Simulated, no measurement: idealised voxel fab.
process module | voxel transistor to metal
cross-section cut | 175 nm wide | cells 5 nm
A cross-section is a grid of square cells, given in bands from the top down. A band is one or more rows of cells.
Each band's line starts with the height of the band's top and of its bottom, in nm. Then come its materials from left to right, each with its width in nm. One material with "throughout" fills the band from edge to edge. "air" is empty space.
Height 0 is the level under which the wafer as received is all one material. The lowest band goes on downwards, as in "0 down".
A width such as "30 to 40" changes by the same amount from each row of cells to the next, from the band's top row to its bottom row.
"no change" after a step means that no cell of the cross-section changed.
closed voids: empty space of 8 cells or more with no open way to the top, each as width x height at its distance from the left edge, in nm
after a step's settings: what the simulator itself notes on the step
overlay nm, on a step with a mask: how far to the right of its planned place the mask lay; to the left if negative
plan
1 op RECEIVE | material Si
2 op CONFORMAL_DEP | material SiO2 | thk nm 5
3 op CONFORMAL_DEP | material SiN | thk nm 10
4 op DIRECTIONAL_DEP | material aC | thk nm 10
5 op PATTERN | tone cover | mask id ACTIVE | material resist | width nm 110 | thk nm 30 | overlay nm 0
6 op DIRECTIONAL_ETCH | etch materials aC | depth nm 10
7 op STRIP | etch materials resist
8 op DIRECTIONAL_ETCH | etch materials SiN | depth nm 10
9 op DIRECTIONAL_ETCH | etch materials SiO2 | depth nm 5
10 op DIRECTIONAL_ETCH | etch materials Si | depth nm 35
11 op STRIP | etch materials aC
12 op OXIDIZE | depth nm 5
13 op FILL_DEP | material SiO2 | thk nm 5
14 op CMP | height nm 15
15 op SELECTIVE_ETCH | etch materials SiO2 | depth nm 5
16 op STRIP | etch materials SiN
17 op SELECTIVE_ETCH | etch materials SiO2 | depth nm 5
18 op OXIDIZE | depth nm 5
19 op DIRECTIONAL_DEP | material polySi | thk nm 30
20 op DIRECTIONAL_DEP | material SiCN | thk nm 15
21 op DIRECTIONAL_DEP | material aC | thk nm 10
22 op PATTERN | tone cover | mask id GATE | material resist | width nm 20 | thk nm 25 | overlay nm 0
23 op DIRECTIONAL_ETCH | etch materials aC | depth nm 10
24 op STRIP | etch materials resist
25 op DIRECTIONAL_ETCH | etch materials SiCN | depth nm 25
26 op DIRECTIONAL_ETCH | etch materials polySi | depth nm 40
27 op STRIP | etch materials aC
28 op CONFORMAL_DEP | material SiO2 | thk nm 5
29 op DIRECTIONAL_ETCH | etch materials SiO2 | depth nm 5
30 op CONFORMAL_DEP | material SiN | thk nm 10
31 op DIRECTIONAL_ETCH | etch materials SiN | depth nm 10
32 op DIRECTIONAL_ETCH | etch materials SiO2 | depth nm 5
33 op DIRECTIONAL_ETCH | etch materials Si | depth nm 15
34 op EPI | material SiGe | thk nm 15
35 op FILL_DEP | material SiO2 | thk nm 10
36 op CMP | height nm 45
37 op DIRECTIONAL_DEP | material SiO2 | thk nm 10
38 op DIRECTIONAL_DEP | material aC | thk nm 15
39 op PATTERN | tone open | mask id CONTACT | material resist | width nm 30 | pitch nm 60 | thk nm 35 | overlay nm 0
40 op DIRECTIONAL_ETCH | etch materials aC | depth nm 15
41 op STRIP | etch materials resist
42 op DIRECTIONAL_ETCH | etch materials SiO2 | depth nm 45
43 op STRIP | etch materials aC
44 op CONFORMAL_DEP | material TiN | thk nm 5
45 op FILL_DEP | material W | thk nm 5
46 op CMP | height nm 55
47 op DIRECTIONAL_DEP | material TiN | thk nm 5
48 op DIRECTIONAL_DEP | material W | thk nm 25
49 op PATTERN | tone cover | mask id METAL_1 | material resist | width nm 20 | pitch nm 70 | thk nm 15 | overlay nm 0
50 op DIRECTIONAL_ETCH | etch materials W | depth nm 25
51 op DIRECTIONAL_ETCH | etch materials TiN | depth nm 5
52 op STRIP | etch materials resist
53 op CONFORMAL_DEP | material SiN | thk nm 5
54 op FILL_DEP | material lowk | thk nm 5
55 op CMP | height nm 85
56 op CONFORMAL_DEP | material SiCN | thk nm 5
57 op DIRECTIONAL_DEP | material lowk | thk nm 35
58 op MASKED_ETCH | tone open | mask id METAL_2 | width nm 20 | pitch nm 70 | etch materials lowk | depth nm 20 | overlay nm 0
59 op DIRECTIONAL_DEP | material aC | thk nm 15
60 op PATTERN | tone open | mask id METAL_2_HOLES | material resist | width nm 15 | pitch nm 70 | thk nm 35 | overlay nm 0
61 op DIRECTIONAL_ETCH | etch materials aC | depth nm 15
62 op STRIP | etch materials resist
63 op DIRECTIONAL_ETCH | etch materials lowk | depth nm 15
64 op DIRECTIONAL_ETCH | etch materials SiCN | depth nm 5
65 op STRIP | etch materials aC
66 op CONFORMAL_DEP | material TiN | thk nm 5
67 op FILL_DEP | material Ru | thk nm 5
68 op CMP | height nm 125
69 op CONFORMAL_DEP | material SiN | thk nm 5
first wafer, as planned
as received, after step 1
  0 down: Si throughout
  closed voids: none
after step 2
  5 to 0: SiO2 throughout
  below 0: unchanged
after step 3
  15 to 5: SiN throughout
  below 5: unchanged
after step 4
  25 to 15: aC throughout
  below 15: unchanged
after step 5
  55 to 25: air 30 | resist 110 | air 35
  below 25: unchanged
after step 6
  45 to 25: air 30 | resist 110 | air 35
  25 to 15: air 30 | aC 110 | air 35
  below 15: unchanged
after step 7
  25 to 15: air 30 | aC 110 | air 35
  below 15: unchanged
after step 8
  25 to 15: air 30 | aC 110 | air 35
  15 to 5: air 30 | SiN 110 | air 35
  below 5: unchanged
after step 9
  25 to 15: air 30 | aC 110 | air 35
  15 to 5: air 30 | SiN 110 | air 35
  5 to 0: air 30 | SiO2 110 | air 35
  below 0: unchanged
after step 10
  25 to 15: air 30 | aC 110 | air 35
  15 to 5: air 30 | SiN 110 | air 35
  5 to 0: air 30 | SiO2 110 | air 35
  0 to -35: air 30 | Si 110 | air 35
  below -35: unchanged
after step 11
  15 to 5: air 30 | SiN 110 | air 35
  below 5: unchanged
after step 12
  15 to 5: air 30 | SiN 110 | air 35
  5 to 0: air 30 | SiO2 110 | air 35
  0 to -35: air 30 | SiO2 5 | Si 100 | SiO2 5 | air 35
  -35 to -40: SiO2 35 | Si 100 | SiO2 40
  below -40: unchanged
after step 13
  20 to 15: SiO2 throughout
  15 to 5: SiO2 30 | SiN 110 | SiO2 35
  5 to 0: SiO2 throughout
  0 to -40: SiO2 35 | Si 100 | SiO2 40
  below -40: unchanged
after step 14
  15 to 5: SiO2 30 | SiN 110 | SiO2 35
  below 5: unchanged
after step 15
  15 to 10: air 30 | SiN 110 | air 35
  below 10: unchanged
after step 16
  10 to 5: SiO2 30 | air 110 | SiO2 35
  below 5: unchanged
after step 17
  5 to 0: SiO2 25 | air 120 | SiO2 30
  below 0: unchanged
after step 18
  5 to 0: SiO2 25 | air 120 | SiO2 30
  0 to -5: SiO2 throughout
  below -5: unchanged
after step 19
  35 to 30: polySi 25 | air 120 | polySi 30
  30 to 5: polySi throughout
  5 to 0: SiO2 25 | polySi 120 | SiO2 30
  below 0: unchanged
after step 20
  50 to 45: SiCN 25 | air 120 | SiCN 30
  45 to 35: SiCN throughout
  35 to 30: polySi 25 | SiCN 120 | polySi 30
  below 30: unchanged
after step 21
  60 to 55: aC 25 | air 120 | aC 30
  55 to 50: aC throughout
  50 to 45: SiCN 25 | aC 120 | SiCN 30
  below 45: unchanged
after step 22
  85 to 60: air 75 | resist 20 | air 80
  60 to 55: aC 25 | air 50 | resist 20 | air 50 | aC 30
  below 55: unchanged
after step 23
  75 to 55: air 75 | resist 20 | air 80
  55 to 50: air 75 | aC 20 | air 80
  50 to 45: SiCN 25 | air 50 | aC 20 | air 50 | SiCN 30
  below 45: unchanged
after step 24
  55 to 50: air 75 | aC 20 | air 80
  below 50: unchanged
after step 25
  55 to 45: air 75 | aC 20 | air 80
  45 to 35: air 75 | SiCN 20 | air 80
  35 to 30: polySi 25 | air 50 | SiCN 20 | air 50 | polySi 30
  below 30: unchanged
after step 26
  55 to 45: air 75 | aC 20 | air 80
  45 to 30: air 75 | SiCN 20 | air 80
  30 to 5: air 75 | polySi 20 | air 80
  5 to 0: SiO2 25 | air 50 | polySi 20 | air 50 | SiO2 30
  below 0: unchanged
after step 27
  45 to 30: air 75 | SiCN 20 | air 80
  below 30: unchanged
after step 28
  50 to 45: air 70 | SiO2 30 | air 75
  45 to 30: air 70 | SiO2 5 | SiCN 20 | SiO2 5 | air 75
  30 to 10: air 70 | SiO2 5 | polySi 20 | SiO2 5 | air 75
  10 to 5: SiO2 30 | air 40 | SiO2 5 | polySi 20 | SiO2 5 | air 40 | SiO2 35
  5 to 0: SiO2 75 | polySi 20 | SiO2 80
  below 0: unchanged
after step 29
  45 to 30: air 70 | SiO2 5 | SiCN 20 | SiO2 5 | air 75
  30 to 5: air 70 | SiO2 5 | polySi 20 | SiO2 5 | air 75
  5 to 0: SiO2 30 | air 40 | SiO2 5 | polySi 20 | SiO2 5 | air 40 | SiO2 35
  below 0: unchanged
after step 30
  55 to 45: air 60 | SiN 50 | air 65
  45 to 30: air 60 | SiN 10 | SiO2 5 | SiCN 20 | SiO2 5 | SiN 10 | air 65
  30 to 15: air 60 | SiN 10 | SiO2 5 | polySi 20 | SiO2 5 | SiN 10 | air 65
  15 to 10: SiN 40 | air 20 | SiN 10 | SiO2 5 | polySi 20 | SiO2 5 | SiN 10 | air 20 | SiN 45
  10 to 5: SiN 70 | SiO2 5 | polySi 20 | SiO2 5 | SiN 75
  5 to 0: SiO2 30 | SiN 40 | SiO2 5 | polySi 20 | SiO2 5 | SiN 40 | SiO2 35
  below 0: unchanged
after step 31
  45 to 30: air 60 | SiN 10 | SiO2 5 | SiCN 20 | SiO2 5 | SiN 10 | air 65
  30 to 5: air 60 | SiN 10 | SiO2 5 | polySi 20 | SiO2 5 | SiN 10 | air 65
  5 to 0: SiO2 30 | SiN 10 | air 20 | SiN 10 | SiO2 5 | polySi 20 | SiO2 5 | SiN 10 | air 20 | SiN 10 | SiO2 35
  below 0: unchanged
after step 32
  45 to 40: air 60 | SiN 10 | air 5 | SiCN 20 | air 5 | SiN 10 | air 65
  40 to 30: air 60 | SiN 10 | SiO2 5 | SiCN 20 | SiO2 5 | SiN 10 | air 65
  30 to 5: air 60 | SiN 10 | SiO2 5 | polySi 20 | SiO2 5 | SiN 10 | air 65
  5 to 0: air 30 | SiN 10 | air 20 | SiN 10 | SiO2 5 | polySi 20 | SiO2 5 | SiN 10 | air 20 | SiN 10 | air 35
  0 to -5: SiO2 40 | air 20 | SiO2 50 | air 20 | SiO2 45
  below -5: unchanged
after step 33
  45 to 40: air 60 | SiN 10 | air 5 | SiCN 20 | air 5 | SiN 10 | air 65
  40 to 30: air 60 | SiN 10 | SiO2 5 | SiCN 20 | SiO2 5 | SiN 10 | air 65
  30 to 5: air 60 | SiN 10 | SiO2 5 | polySi 20 | SiO2 5 | SiN 10 | air 65
  5 to 0: air 30 | SiN 10 | air 20 | SiN 10 | SiO2 5 | polySi 20 | SiO2 5 | SiN 10 | air 20 | SiN 10 | air 35
  0 to -5: SiO2 40 | air 20 | SiO2 50 | air 20 | SiO2 45
  -5 to -20: SiO2 35 | Si 5 | air 20 | Si 50 | air 20 | Si 5 | SiO2 40
  below -20: unchanged
after step 34
  45 to 40: air 60 | SiN 10 | air 5 | SiCN 20 | air 5 | SiN 10 | air 65
  40 to 30: air 60 | SiN 10 | SiO2 5 | SiCN 20 | SiO2 5 | SiN 10 | air 65
  30 to 10: air 60 | SiN 10 | SiO2 5 | polySi 20 | SiO2 5 | SiN 10 | air 65
  10 to 5: air 35 | SiGe 25 | SiN 10 | SiO2 5 | polySi 20 | SiO2 5 | SiN 10 | SiGe 25 | air 40
  5 to 0: air 30 | SiN 10 | SiGe 20 | SiN 10 | SiO2 5 | polySi 20 | SiO2 5 | SiN 10 | SiGe 20 | SiN 10 | air 35
  0 to -5: SiO2 40 | SiGe 20 | SiO2 50 | SiGe 20 | SiO2 45
  -5 to -20: SiO2 35 | Si 5 | SiGe 20 | Si 50 | SiGe 20 | Si 5 | SiO2 40
  below -20: unchanged
after step 35
  55 to 45: SiO2 throughout
  45 to 30: SiO2 60 | SiN 10 | SiO2 5 | SiCN 20 | SiO2 5 | SiN 10 | SiO2 65
  30 to 10: SiO2 60 | SiN 10 | SiO2 5 | polySi 20 | SiO2 5 | SiN 10 | SiO2 65
  10 to 5: SiO2 35 | SiGe 25 | SiN 10 | SiO2 5 | polySi 20 | SiO2 5 | SiN 10 | SiGe 25 | SiO2 40
  5 to 0: SiO2 30 | SiN 10 | SiGe 20 | SiN 10 | SiO2 5 | polySi 20 | SiO2 5 | SiN 10 | SiGe 20 | SiN 10 | SiO2 35
  below 0: unchanged
after step 36
  45 to 30: SiO2 60 | SiN 10 | SiO2 5 | SiCN 20 | SiO2 5 | SiN 10 | SiO2 65
  below 30: unchanged
after step 37
  55 to 45: SiO2 throughout
  below 45: unchanged
after step 38
  70 to 55: aC throughout
  below 55: unchanged
after step 39
  105 to 70: resist 40 | air 30 | resist 30 | air 30 | resist 45
  below 70: unchanged
after step 40
  90 to 70: resist 40 | air 30 | resist 30 | air 30 | resist 45
  70 to 55: aC 40 | air 30 | aC 30 | air 30 | aC 45
  below 55: unchanged
after step 41
  70 to 55: aC 40 | air 30 | aC 30 | air 30 | aC 45
  below 55: unchanged
after step 42
  70 to 55: aC 40 | air 30 | aC 30 | air 30 | aC 45
  55 to 45: SiO2 40 | air 30 | SiO2 30 | air 30 | SiO2 45
  45 to 30: SiO2 40 | air 20 | SiN 10 | SiO2 5 | SiCN 20 | SiO2 5 | SiN 10 | air 20 | SiO2 45
  30 to 10: SiO2 40 | air 20 | SiN 10 | SiO2 5 | polySi 20 | SiO2 5 | SiN 10 | air 20 | SiO2 45
  below 10: unchanged
after step 43
  55 to 45: SiO2 40 | air 30 | SiO2 30 | air 30 | SiO2 45
  below 45: unchanged
after step 44
  60 to 55: TiN 45 | air 20 | TiN 40 | air 20 | TiN 50
  55 to 45: SiO2 40 | TiN 5 | air 20 to 10 | TiN 5 to 15 | SiO2 30 | TiN 5 to 15 | air 20 to 10 | TiN 5 | SiO2 45
  45 to 30: SiO2 40 | TiN 5 | air 10 | TiN 5 | SiN 10 | SiO2 5 | SiCN 20 | SiO2 5 | SiN 10 | TiN 5 | air 10 | TiN 5 | SiO2 45
  30 to 15: SiO2 40 | TiN 5 | air 10 | TiN 5 | SiN 10 | SiO2 5 | polySi 20 | SiO2 5 | SiN 10 | TiN 5 | air 10 | TiN 5 | SiO2 45
  15 to 10: SiO2 40 | TiN 20 | SiN 10 | SiO2 5 | polySi 20 | SiO2 5 | SiN 10 | TiN 20 | SiO2 45
  below 10: unchanged
after step 45
  65 to 60: W throughout
  60 to 55: TiN 45 | W 20 | TiN 40 | W 20 | TiN 50
  55 to 45: SiO2 40 | TiN 5 | W 20 to 10 | TiN 5 to 15 | SiO2 30 | TiN 5 to 15 | W 20 to 10 | TiN 5 | SiO2 45
  45 to 30: SiO2 40 | TiN 5 | W 10 | TiN 5 | SiN 10 | SiO2 5 | SiCN 20 | SiO2 5 | SiN 10 | TiN 5 | W 10 | TiN 5 | SiO2 45
  30 to 15: SiO2 40 | TiN 5 | W 10 | TiN 5 | SiN 10 | SiO2 5 | polySi 20 | SiO2 5 | SiN 10 | TiN 5 | W 10 | TiN 5 | SiO2 45
  below 15: unchanged
after step 46
  55 to 45: SiO2 40 | TiN 5 | W 20 to 10 | TiN 5 to 15 | SiO2 30 | TiN 5 to 15 | W 20 to 10 | TiN 5 | SiO2 45
  below 45: unchanged
after step 47
  60 to 55: TiN throughout
  below 55: unchanged
after step 48
  85 to 60: W throughout
  below 60: unchanged
after step 49
  100 to 85: air 40 | resist 20 | air 50 | resist 20 | air 45
  below 85: unchanged
after step 50
  100 to 85: air 40 | resist 20 | air 50 | resist 20 | air 45
  85 to 60: air 40 | W 20 | air 50 | W 20 | air 45
  below 60: unchanged
after step 51
  100 to 85: air 40 | resist 20 | air 50 | resist 20 | air 45
  85 to 60: air 40 | W 20 | air 50 | W 20 | air 45
  60 to 55: air 40 | TiN 20 | air 50 | TiN 20 | air 45
  below 55: unchanged
after step 52
  85 to 60: air 40 | W 20 | air 50 | W 20 | air 45
  below 60: unchanged
after step 53
  90 to 85: air 35 | SiN 30 | air 40 | SiN 30 | air 40
  85 to 60: air 35 | SiN 5 | W 20 | SiN 5 | air 40 | SiN 5 | W 20 | SiN 5 | air 40
  60 to 55: SiN 40 | TiN 20 | SiN 50 | TiN 20 | SiN 45
  below 55: unchanged
after step 54
  95 to 90: lowk throughout
  90 to 85: lowk 35 | SiN 30 | lowk 40 | SiN 30 | lowk 40
  85 to 60: lowk 35 | SiN 5 | W 20 | SiN 5 | lowk 40 | SiN 5 | W 20 | SiN 5 | lowk 40
  below 60: unchanged
after step 55
  85 to 60: lowk 35 | SiN 5 | W 20 | SiN 5 | lowk 40 | SiN 5 | W 20 | SiN 5 | lowk 40
  below 60: unchanged
after step 56
  90 to 85: SiCN throughout
  below 85: unchanged
after step 57
  125 to 90: lowk throughout
  below 90: unchanged
after step 58
  125 to 105: lowk 40 | air 20 | lowk 50 | air 20 | lowk 45
  below 105: unchanged
after step 59
  140 to 125: aC 40 | air 20 | aC 50 | air 20 | aC 45
  125 to 120: lowk 40 | air 20 | lowk 50 | air 20 | lowk 45
  120 to 105: lowk 40 | aC 20 | lowk 50 | aC 20 | lowk 45
  below 105: unchanged
after step 60
  175 to 140: resist 40 | air 15 | resist 55 | air 15 | resist 50
  140 to 125: aC 40 | air 15 | resist 5 | aC 50 | air 15 | resist 5 | aC 45
  125 to 120: lowk 40 | air 15 | resist 5 | lowk 50 | air 15 | resist 5 | lowk 45
  below 120: unchanged
after step 61
  160 to 140: resist 40 | air 15 | resist 55 | air 15 | resist 50
  140 to 125: aC 40 | air 15 | resist 5 | aC 50 | air 15 | resist 5 | aC 45
  125 to 120: lowk 40 | air 15 | resist 5 | lowk 50 | air 15 | resist 5 | lowk 45
  120 to 105: lowk 40 | air 15 | aC 5 | lowk 50 | air 15 | aC 5 | lowk 45
  below 105: unchanged
after step 62
  140 to 125: aC 40 | air 20 | aC 50 | air 20 | aC 45
  125 to 120: lowk 40 | air 20 | lowk 50 | air 20 | lowk 45
  below 120: unchanged
after step 63
  140 to 125: aC 40 | air 20 | aC 50 | air 20 | aC 45
  125 to 120: lowk 40 | air 20 | lowk 50 | air 20 | lowk 45
  120 to 105: lowk 40 | air 15 | aC 5 | lowk 50 | air 15 | aC 5 | lowk 45
  105 to 90: lowk 40 | air 15 | lowk 55 | air 15 | lowk 50
  below 90: unchanged
after step 64
  140 to 125: aC 40 | air 20 | aC 50 | air 20 | aC 45
  125 to 120: lowk 40 | air 20 | lowk 50 | air 20 | lowk 45
  120 to 105: lowk 40 | air 15 | aC 5 | lowk 50 | air 15 | aC 5 | lowk 45
  105 to 90: lowk 40 | air 15 | lowk 55 | air 15 | lowk 50
  90 to 85: SiCN 40 | air 15 | SiCN 55 | air 15 | SiCN 50
  below 85: unchanged
after step 65
  125 to 105: lowk 40 | air 20 | lowk 50 | air 20 | lowk 45
  below 105: unchanged
after step 66
  130 to 125: TiN 45 | air 10 | TiN 60 | air 10 | TiN 50
  125 to 110: lowk 40 | TiN 5 | air 10 | TiN 5 | lowk 50 | TiN 5 | air 10 | TiN 5 | lowk 45
  110 to 105: lowk 40 | TiN 5 | air 5 | TiN 10 | lowk 50 | TiN 5 | air 5 | TiN 10 | lowk 45
  105 to 90: lowk 40 | TiN 5 | air 5 | TiN 5 | lowk 55 | TiN 5 | air 5 | TiN 5 | lowk 50
  90 to 85: SiCN 40 | TiN 15 | SiCN 55 | TiN 15 | SiCN 50
  below 85: unchanged
after step 67
  135 to 130: Ru throughout
  130 to 125: TiN 45 | Ru 10 | TiN 60 | Ru 10 | TiN 50
  125 to 110: lowk 40 | TiN 5 | Ru 10 | TiN 5 | lowk 50 | TiN 5 | Ru 10 | TiN 5 | lowk 45
  110 to 105: lowk 40 | TiN 5 | Ru 5 | TiN 10 | lowk 50 | TiN 5 | Ru 5 | TiN 10 | lowk 45
  105 to 90: lowk 40 | TiN 5 | Ru 5 | TiN 5 | lowk 55 | TiN 5 | Ru 5 | TiN 5 | lowk 50
  below 90: unchanged
after step 68
  125 to 110: lowk 40 | TiN 5 | Ru 10 | TiN 5 | lowk 50 | TiN 5 | Ru 10 | TiN 5 | lowk 45
  below 110: unchanged
after step 69
  130 to 125: SiN throughout
  below 125: unchanged
second wafer: like start, like plan, one mistake. Through step 29 it matches the first wafer
when step 30 should have ended: no change
when step 31 should have ended: no change
when step 32 should have ended
  45 to 40: air 75 | SiCN 20 | air 80
  40 to 30: air 70 | SiO2 5 | SiCN 20 | SiO2 5 | air 75
  30 to 0: air 70 | SiO2 5 | polySi 20 | SiO2 5 | air 75
  0 to -5: SiO2 30 | air 40 | SiO2 30 | air 40 | SiO2 35
  below -5: unchanged
when step 33 should have ended
  45 to 40: air 75 | SiCN 20 | air 80
  40 to 30: air 70 | SiO2 5 | SiCN 20 | SiO2 5 | air 75
  30 to 0: air 70 | SiO2 5 | polySi 20 | SiO2 5 | air 75
  0 to -5: SiO2 30 | air 40 | SiO2 30 | air 40 | SiO2 35
  -5 to -20: SiO2 35 | air 35 | Si 30 | air 35 | SiO2 40
  below -20: unchanged
when step 34 should have ended
  45 to 40: air 75 | SiCN 20 | air 80
  40 to 30: air 70 | SiO2 5 | SiCN 20 | SiO2 5 | air 75
  30 to 10: air 70 | SiO2 5 | polySi 20 | SiO2 5 | air 75
  10 to 0: air 55 | SiGe 15 | SiO2 5 | polySi 20 | SiO2 5 | SiGe 15 | air 60
  0 to -5: SiO2 30 | air 25 | SiGe 15 | SiO2 30 | SiGe 15 | air 25 | SiO2 35
  -5 to -20: SiO2 35 | SiGe 35 | Si 30 | SiGe 35 | SiO2 40
  below -20: unchanged
when step 35 should have ended
  55 to 45: SiO2 throughout
  45 to 30: SiO2 75 | SiCN 20 | SiO2 80
  30 to 10: SiO2 75 | polySi 20 | SiO2 80
  10 to 0: SiO2 55 | SiGe 15 | SiO2 5 | polySi 20 | SiO2 5 | SiGe 15 | SiO2 60
  0 to -5: SiO2 55 | SiGe 15 | SiO2 30 | SiGe 15 | SiO2 60
  below -5: unchanged
when step 36 should have ended
  45 to 30: SiO2 75 | SiCN 20 | SiO2 80
  below 30: unchanged
when step 37 should have ended
  55 to 45: SiO2 throughout
  below 45: unchanged
when step 38 should have ended
  70 to 55: aC throughout
  below 55: unchanged
when step 39 should have ended
  105 to 70: resist 40 | air 30 | resist 30 | air 30 | resist 45
  below 70: unchanged
when step 40 should have ended
  90 to 70: resist 40 | air 30 | resist 30 | air 30 | resist 45
  70 to 55: aC 40 | air 30 | aC 30 | air 30 | aC 45
  below 55: unchanged
when step 41 should have ended
  70 to 55: aC 40 | air 30 | aC 30 | air 30 | aC 45
  below 55: unchanged
when step 42 should have ended
  70 to 55: aC 40 | air 30 | aC 30 | air 30 | aC 45
  55 to 45: SiO2 40 | air 30 | SiO2 30 | air 30 | SiO2 45
  45 to 30: SiO2 40 | air 30 | SiO2 5 | SiCN 20 | SiO2 5 | air 30 | SiO2 45
  30 to 10: SiO2 40 | air 30 | SiO2 5 | polySi 20 | SiO2 5 | air 30 | SiO2 45
  below 10: unchanged
when step 43 should have ended
  55 to 45: SiO2 40 | air 30 | SiO2 30 | air 30 | SiO2 45
  below 45: unchanged
when step 44 should have ended
  60 to 55: TiN 45 | air 20 | TiN 40 | air 20 | TiN 50
  55 to 45: SiO2 40 | TiN 5 | air 20 | TiN 5 | SiO2 30 | TiN 5 | air 20 | TiN 5 | SiO2 45
  45 to 30: SiO2 40 | TiN 5 | air 20 | TiN 5 | SiO2 5 | SiCN 20 | SiO2 5 | TiN 5 | air 20 | TiN 5 | SiO2 45
  30 to 15: SiO2 40 | TiN 5 | air 20 | TiN 5 | SiO2 5 | polySi 20 | SiO2 5 | TiN 5 | air 20 | TiN 5 | SiO2 45
  15 to 10: SiO2 40 | TiN 30 | SiO2 5 | polySi 20 | SiO2 5 | TiN 30 | SiO2 45
  below 10: unchanged
when step 45 should have ended
  65 to 60: W throughout
  60 to 55: TiN 45 | W 20 | TiN 40 | W 20 | TiN 50
  55 to 45: SiO2 40 | TiN 5 | W 20 | TiN 5 | SiO2 30 | TiN 5 | W 20 | TiN 5 | SiO2 45
  45 to 30: SiO2 40 | TiN 5 | W 20 | TiN 5 | SiO2 5 | SiCN 20 | SiO2 5 | TiN 5 | W 20 | TiN 5 | SiO2 45
  30 to 15: SiO2 40 | TiN 5 | W 20 | TiN 5 | SiO2 5 | polySi 20 | SiO2 5 | TiN 5 | W 20 | TiN 5 | SiO2 45
  below 15: unchanged
when step 46 should have ended
  55 to 45: SiO2 40 | TiN 5 | W 20 | TiN 5 | SiO2 30 | TiN 5 | W 20 | TiN 5 | SiO2 45
  below 45: unchanged
when step 47 should have ended
  60 to 55: TiN throughout
  below 55: unchanged
when step 48 should have ended
  85 to 60: W throughout
  below 60: unchanged
when step 49 should have ended
  100 to 85: air 40 | resist 20 | air 50 | resist 20 | air 45
  below 85: unchanged
when step 50 should have ended
  100 to 85: air 40 | resist 20 | air 50 | resist 20 | air 45
  85 to 60: air 40 | W 20 | air 50 | W 20 | air 45
  below 60: unchanged
when step 51 should have ended
  100 to 85: air 40 | resist 20 | air 50 | resist 20 | air 45
  85 to 60: air 40 | W 20 | air 50 | W 20 | air 45
  60 to 55: air 40 | TiN 20 | air 50 | TiN 20 | air 45
  below 55: unchanged
when step 52 should have ended
  85 to 60: air 40 | W 20 | air 50 | W 20 | air 45
  below 60: unchanged
when step 53 should have ended
  90 to 85: air 35 | SiN 30 | air 40 | SiN 30 | air 40
  85 to 60: air 35 | SiN 5 | W 20 | SiN 5 | air 40 | SiN 5 | W 20 | SiN 5 | air 40
  60 to 55: SiN 40 | TiN 20 | SiN 50 | TiN 20 | SiN 45
  below 55: unchanged
when step 54 should have ended
  95 to 90: lowk throughout
  90 to 85: lowk 35 | SiN 30 | lowk 40 | SiN 30 | lowk 40
  85 to 60: lowk 35 | SiN 5 | W 20 | SiN 5 | lowk 40 | SiN 5 | W 20 | SiN 5 | lowk 40
  below 60: unchanged
when step 55 should have ended
  85 to 60: lowk 35 | SiN 5 | W 20 | SiN 5 | lowk 40 | SiN 5 | W 20 | SiN 5 | lowk 40
  below 60: unchanged
when step 56 should have ended
  90 to 85: SiCN throughout
  below 85: unchanged
when step 57 should have ended
  125 to 90: lowk throughout
  below 90: unchanged
when step 58 should have ended
  125 to 105: lowk 40 | air 20 | lowk 50 | air 20 | lowk 45
  below 105: unchanged
when step 59 should have ended
  140 to 125: aC 40 | air 20 | aC 50 | air 20 | aC 45
  125 to 120: lowk 40 | air 20 | lowk 50 | air 20 | lowk 45
  120 to 105: lowk 40 | aC 20 | lowk 50 | aC 20 | lowk 45
  below 105: unchanged
when step 60 should have ended
  175 to 140: resist 40 | air 15 | resist 55 | air 15 | resist 50
  140 to 125: aC 40 | air 15 | resist 5 | aC 50 | air 15 | resist 5 | aC 45
  125 to 120: lowk 40 | air 15 | resist 5 | lowk 50 | air 15 | resist 5 | lowk 45
  below 120: unchanged
when step 61 should have ended
  160 to 140: resist 40 | air 15 | resist 55 | air 15 | resist 50
  140 to 125: aC 40 | air 15 | resist 5 | aC 50 | air 15 | resist 5 | aC 45
  125 to 120: lowk 40 | air 15 | resist 5 | lowk 50 | air 15 | resist 5 | lowk 45
  120 to 105: lowk 40 | air 15 | aC 5 | lowk 50 | air 15 | aC 5 | lowk 45
  below 105: unchanged
when step 62 should have ended
  140 to 125: aC 40 | air 20 | aC 50 | air 20 | aC 45
  125 to 120: lowk 40 | air 20 | lowk 50 | air 20 | lowk 45
  below 120: unchanged
when step 63 should have ended
  140 to 125: aC 40 | air 20 | aC 50 | air 20 | aC 45
  125 to 120: lowk 40 | air 20 | lowk 50 | air 20 | lowk 45
  120 to 105: lowk 40 | air 15 | aC 5 | lowk 50 | air 15 | aC 5 | lowk 45
  105 to 90: lowk 40 | air 15 | lowk 55 | air 15 | lowk 50
  below 90: unchanged
when step 64 should have ended
  140 to 125: aC 40 | air 20 | aC 50 | air 20 | aC 45
  125 to 120: lowk 40 | air 20 | lowk 50 | air 20 | lowk 45
  120 to 105: lowk 40 | air 15 | aC 5 | lowk 50 | air 15 | aC 5 | lowk 45
  105 to 90: lowk 40 | air 15 | lowk 55 | air 15 | lowk 50
  90 to 85: SiCN 40 | air 15 | SiCN 55 | air 15 | SiCN 50
  below 85: unchanged
when step 65 should have ended
  125 to 105: lowk 40 | air 20 | lowk 50 | air 20 | lowk 45
  below 105: unchanged
when step 66 should have ended
  130 to 125: TiN 45 | air 10 | TiN 60 | air 10 | TiN 50
  125 to 110: lowk 40 | TiN 5 | air 10 | TiN 5 | lowk 50 | TiN 5 | air 10 | TiN 5 | lowk 45
  110 to 105: lowk 40 | TiN 5 | air 5 | TiN 10 | lowk 50 | TiN 5 | air 5 | TiN 10 | lowk 45
  105 to 90: lowk 40 | TiN 5 | air 5 | TiN 5 | lowk 55 | TiN 5 | air 5 | TiN 5 | lowk 50
  90 to 85: SiCN 40 | TiN 15 | SiCN 55 | TiN 15 | SiCN 50
  below 85: unchanged
when step 67 should have ended
  135 to 130: Ru throughout
  130 to 125: TiN 45 | Ru 10 | TiN 60 | Ru 10 | TiN 50
  125 to 110: lowk 40 | TiN 5 | Ru 10 | TiN 5 | lowk 50 | TiN 5 | Ru 10 | TiN 5 | lowk 45
  110 to 105: lowk 40 | TiN 5 | Ru 5 | TiN 10 | lowk 50 | TiN 5 | Ru 5 | TiN 10 | lowk 45
  105 to 90: lowk 40 | TiN 5 | Ru 5 | TiN 5 | lowk 55 | TiN 5 | Ru 5 | TiN 5 | lowk 50
  below 90: unchanged
when step 68 should have ended
  125 to 110: lowk 40 | TiN 5 | Ru 10 | TiN 5 | lowk 50 | TiN 5 | Ru 10 | TiN 5 | lowk 45
  below 110: unchanged
when step 69 should have ended
  130 to 125: SiN throughout
  below 125: unchanged
what went wrong: step 30 was left out
at the end the second wafer has, in cells: 18 fewer of Si | 10 more of SiGe | 40 fewer of SiN | 20 more of SiO2 | 28 more of W
